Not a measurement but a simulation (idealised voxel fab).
You're looking at the process module voxel capacitor over wiring.
Cross-sectional view cut (width: 255 nm; square cell size: 5 nm).
Bands, listed from the top down, are how a cross-section gets written in this document; the cross-section itself is a grid of square cells, and a band is one or more rows of them. Basically the band line says how high the top is and how high the bottom is, in nm, and then what's in it from left to right, every material with its width in nm. Empty space shows up as "blank", and if a single material carries "all across" it runs the full band edge to edge. Measure heights from 0. That's the level where, below it, the as-received wafer is all one material. The lowest band is bottomless and extends downward; write it as in "0 nm and below". Per-row width for "30..40": begins at first number (top row of band), ends at second number (bottom row), increment between rows held constant. No cell of the cross-section changed in a step that is given as "remained the same". Entry "Voids, enclosed" = empty spaces >= 8 cells with no open way to the top; each as width x height at distance, distance from left edge, all nm. The remark found on a step's line after its settings is issued by the simulator itself and pertains to that step. Steps that use a mask can have "overlay nm" on their line. It says how far the mask sat to the right of where it was meant to be. Negative means to the left.

List of planned process steps
1,RECEIVE | material Si
2,CONFORMAL_DEP | material SiO2 | thk nm 15
3,DIRECTIONAL_DEP | material TiN | thk nm 5
4,DIRECTIONAL_DEP | material W | thk nm 15
5,PATTERN | tone cover | mask id METAL_1 | material resist | width nm 20 | pitch nm 70 | thk nm 15 | overlay nm 0
6,DIRECTIONAL_ETCH | etch materials W | depth nm 15
7,DIRECTIONAL_ETCH | etch materials TiN | depth nm 5
8,STRIP | etch materials resist
9,CONFORMAL_DEP | material SiN | thk nm 5
10,FILL_DEP | material lowk | thk nm 10
11,CMP | height nm 35
12,CONFORMAL_DEP | material SiCN | thk nm 5
13,DIRECTIONAL_DEP | material lowk | thk nm 20
14,DIRECTIONAL_DEP | material aC | thk nm 10
15,PATTERN | tone open | mask id PLUG_1 | material resist | width nm 15 | thk nm 25 | overlay nm 0
16,DIRECTIONAL_ETCH | etch materials aC | depth nm 10
17,STRIP | etch materials resist
18,DIRECTIONAL_ETCH | etch materials lowk | depth nm 20
19,DIRECTIONAL_ETCH | etch materials SiCN | depth nm 5
20,STRIP | etch materials aC
21,CONFORMAL_DEP | material TiN | thk nm 5
22,FILL_DEP | material Ru | thk nm 10
23,CMP | height nm 60
24,DIRECTIONAL_DEP | material TiN | thk nm 10
25,DIRECTIONAL_DEP | material SiN | thk nm 5
26,DIRECTIONAL_DEP | material TiN | thk nm 5
27,PATTERN | tone cover | mask id UPPER_PLATE | material resist | width nm 55 | thk nm 20 | overlay nm 0
28,DIRECTIONAL_ETCH | etch materials TiN | depth nm 5
29,DIRECTIONAL_ETCH | etch materials SiN | depth nm 5
30,STRIP | etch materials resist
31,MASKED_ETCH | tone cover | mask id LOWER_PLATE | width nm 65 | etch materials TiN | depth nm 10 | overlay nm 0
32,FILL_DEP | material SiO2 | thk nm 15
33,CMP | height nm 90
34,DIRECTIONAL_DEP | material aC | thk nm 15
35,PATTERN | tone open | mask id PLUG_2 | material resist | width nm 15 | thk nm 30 | overlay nm 0
36,DIRECTIONAL_ETCH | etch materials aC | depth nm 15
37,STRIP | etch materials resist
38,DIRECTIONAL_ETCH | etch materials SiO2 | depth nm 10
39,STRIP | etch materials aC
40,CONFORMAL_DEP | material TiN | thk nm 5
41,FILL_DEP | material Ru | thk nm 5
42,CMP | height nm 90
43,CONFORMAL_DEP | material SiCN | thk nm 5

Step 1 complete: cross-section of the wafer as received
* 0 nm and below = Si all across
* Voids, enclosed: none

One mistake in running the module, otherwise start and plan as above: cross-section at the end
* 95 nm to 90 nm = SiCN all across
* 90 nm to 85 nm = 95 of SiO2, 5 of TiN, 5 of Ru, 5 of TiN, 145 of SiO2
* 85 nm to 75 nm = 95..85 of SiO2, 15..55 of TiN, 145..115 of SiO2
* 75 nm to 70 nm = 85 of SiO2, 55 of SiN, 115 of SiO2
* 70 nm to 60 nm = 80 of SiO2, 65 of TiN, 110 of SiO2
* 60 nm to 40 nm = 85 of lowk, 5 of TiN, 5 of Ru, 5 of TiN, 155 of lowk
* 40 nm to 35 nm = 85 of SiCN, 15 of TiN, 155 of SiCN
* 35 nm to 20 nm = 70 of lowk, 5 of SiN, 30 of W, 5 of SiN, 30 of lowk, 5 of SiN, 30 of W, 5 of SiN, 75 of lowk
* 20 nm to 15 nm = 75 of SiN, 30 of TiN, 40 of SiN, 30 of TiN, 80 of SiN
* 15 nm to 0 nm = SiO2 all across
* 0 nm and below = Si all across
* Voids, enclosed: none
What was done differently from what was planned? step 5 did not happen as planned, as run it was PATTERN | tone cover | mask id METAL_1 | material resist | width nm 30 | pitch nm 70 | thk nm 15 | overlay nm 0
